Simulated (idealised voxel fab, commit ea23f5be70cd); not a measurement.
Name of the process module below: voxel double patterning
For reference, the cross-section in this document is cut, with width 235 nm and square cells of 5 nm.
A cross-section is a grid of square cells, given in bands from the top down. A band is one or more rows of cells.
For a band, the entry starts with two heights in nm, that of the top and then that of the bottom, and carries on with the band's materials in order from left to right, each alongside its width in nm; the word "edge to edge" beside a single material means it fills the band edge to edge, and "empty" means empty space.
Beneath 0, the wafer as received is one material, and that level is where height counting begins. The lowest band goes on downward without a bottom; it is written like "z 0 and below".
The width entry "30..40" should be interpreted row by row: the top row of cells in the band takes the first number, the bottom row takes the second number, and the change between adjacent rows is uniform throughout.
The designation "left unchanged", where it is given for a processing step, indicates that no cell of the cross-section was altered in the course of that step.
Each empty space that has no open way to the top and spans at least 8 cells appears under "Unvented internal voids" as width x height at distance, the distance counted from the left edge, all in nm.
If you see something after the settings on a step's line, that's the simulator's own remark about that step.
overlay nm: mask right of planned place by this much (step with mask). Neg. = left.

Steps in the process plan
1) RECEIVE,material Si
2) CONFORMAL_DEP,material SiO2,thk nm 10
3) DIRECTIONAL_DEP,material W,thk nm 15
4) DIRECTIONAL_DEP,material SiN,thk nm 10
5) DIRECTIONAL_DEP,material aC,thk nm 15
6) PATTERN,tone open,mask id FIRST,material resist,width nm 15,pitch nm 50,thk nm 35,overlay nm 0
7) DIRECTIONAL_ETCH,etch materials aC,depth nm 15
8) STRIP,etch materials resist
9) DIRECTIONAL_ETCH,etch materials SiN,depth nm 10
10) STRIP,etch materials aC
11) PATTERN,tone open,mask id SECOND,material resist,width nm 15,pitch nm 50,thk nm 15,overlay nm 0
12) DIRECTIONAL_ETCH,etch materials SiN,depth nm 10
13) STRIP,etch materials resist
14) DIRECTIONAL_ETCH,etch materials W,depth nm 15
15) STRIP,etch materials SiN

Shown in cross-section is the wafer as received, that is, as it stands after step 1
z 0 and below | Si edge to edge
Unvented internal voids: none

First of two wafers, end-of-module section, run followed plan
z 25 to 10 | 60 W, then 15 empty, then 10 W, then 15 empty, then 10 W, then 15 empty, then 10 W, then 15 empty, then 10 W, then 15 empty, then 60 W
z 10 to 0 | SiO2 edge to edge
z 0 and below | Si edge to edge
Unvented internal voids: none

Now the second wafer, cross-sectioned at the end of the module. Nothing different at the start, nothing different in the plan compared with the first, just one mistake when it was actually run
z 25 to 15 | SiO2 edge to edge
z 15 to 0 | W edge to edge
z 0 and below | Si edge to edge
Unvented internal voids: none
Heads up, the wafer didn't run the way we planned it: sequence error: steps 2 and 3 interchanged
End check, counted in cells, second wafer has more or fewer of these materials than the first: +45 W
